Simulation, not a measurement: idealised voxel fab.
This is a process module. Its name is voxel lift off.
The figure presents cross-section cut, which has a width of 285 nm and is divided into square cells with an edge length of 5 nm.
When this document writes out a cross-section, it uses a grid of square cells and lists it as bands, beginning at the top and moving down, with a band standing for one or more rows of cells. First you get the band's top height and its bottom height, in nm, and then the materials it's made of, left to right, with each width in nm. If you see a single material with "everywhere", that one covers the band edge to edge. "empty" is empty space. Height 0 is the level under which the wafer as received is all one material. The lowest band goes on downwards, as in "from 0 down". The expression "30 to 40" gives the width at the extremes of the band, the first number at its top row of cells and the second at its bottom row, with the width changing by equal amounts from each row to the next in between. The cross-section has no changed cell in any step marked "nothing got changed". You'll see "closed voids" listing empty spaces that have no way open to the top, as long as they're 8 cells or more; the notation is width x height at distance, where the distance is from the left edge, and all of it is in nm. Step line, after settings: the simulator's comment on this step. overlay nm: for a step with a mask, the amount by which the mask lay right of where it was planned; a negative amount means left of it.
[Planned step list for the process]
1,RECEIVE (material Si)
2,CONFORMAL_DEP (material Al2O3; thk nm 5)
3,PATTERN (tone open; mask id LINES; material resist; width nm 15; pitch nm 40; thk nm 25; overlay nm 0)
4,DIRECTIONAL_DEP (material Ru; thk nm 15)
5,STRIP (etch materials resist)
6,CONFORMAL_DEP (material SiN; thk nm 5)
The wafers in this document start out alike and differ in the width nm applied at step 3; the plan shows the value used for the first wafer.
[The as-received cross-section of the first of several wafers corresponds to the state after step 1]
from 0 down: Si everywhere
closed voids: none
[Last step of the module is step 6; after it, the first of several wafers in cross-section]
from 25 to 20: empty=70, then SiN=25, then empty=15, then SiN=25, then empty=15, then SiN=25, then empty=15, then SiN=25, then empty=70
from 20 to 10: empty=70, then SiN=5, then Ru=15, then SiN=5, then empty=15, then SiN=5, then Ru=15, then SiN=5, then empty=15, then SiN=5, then Ru=15, then SiN=5, then empty=15, then SiN=5, then Ru=15, then SiN=5, then empty=70
from 10 to 5: SiN=75, then Ru=15, then SiN=25, then Ru=15, then SiN=25, then Ru=15, then SiN=25, then Ru=15, then SiN=75
from 5 to 0: Al2O3 everywhere
from 0 down: Si everywhere
closed voids: none
[Here we cross-sectioned the last of the wafers once the module was done]
from 25 to 20: empty=65, then SiN=35, then empty=5, then SiN=35, then empty=5, then SiN=35, then empty=5, then SiN=35, then empty=65
from 20 to 10: empty=65, then SiN=5, then Ru=25, then SiN=5, then empty=5, then SiN=5, then Ru=25, then SiN=5, then empty=5, then SiN=5, then Ru=25, then SiN=5, then empty=5, then SiN=5, then Ru=25, then SiN=5, then empty=65
from 10 to 5: SiN=70, then Ru=25, then SiN=15, then Ru=25, then SiN=15, then Ru=25, then SiN=15, then Ru=25, then SiN=70
from 5 to 0: Al2O3 everywhere
from 0 down: Si everywhere
closed voids: none
[Below, a row for every wafer. Read it as the end-of-module picture: for each material the wafer shows its cells gained (+) or lost (-) since it was received, and then its closed voids]
width nm 15 | +57 Al2O3 | +36 Ru | +81 SiN | closed voids: none
width nm 20 | +57 Al2O3 | +48 Ru | +81 SiN | closed voids: none
width nm 25 | +57 Al2O3 | +60 Ru | +81 SiN | closed voids: none
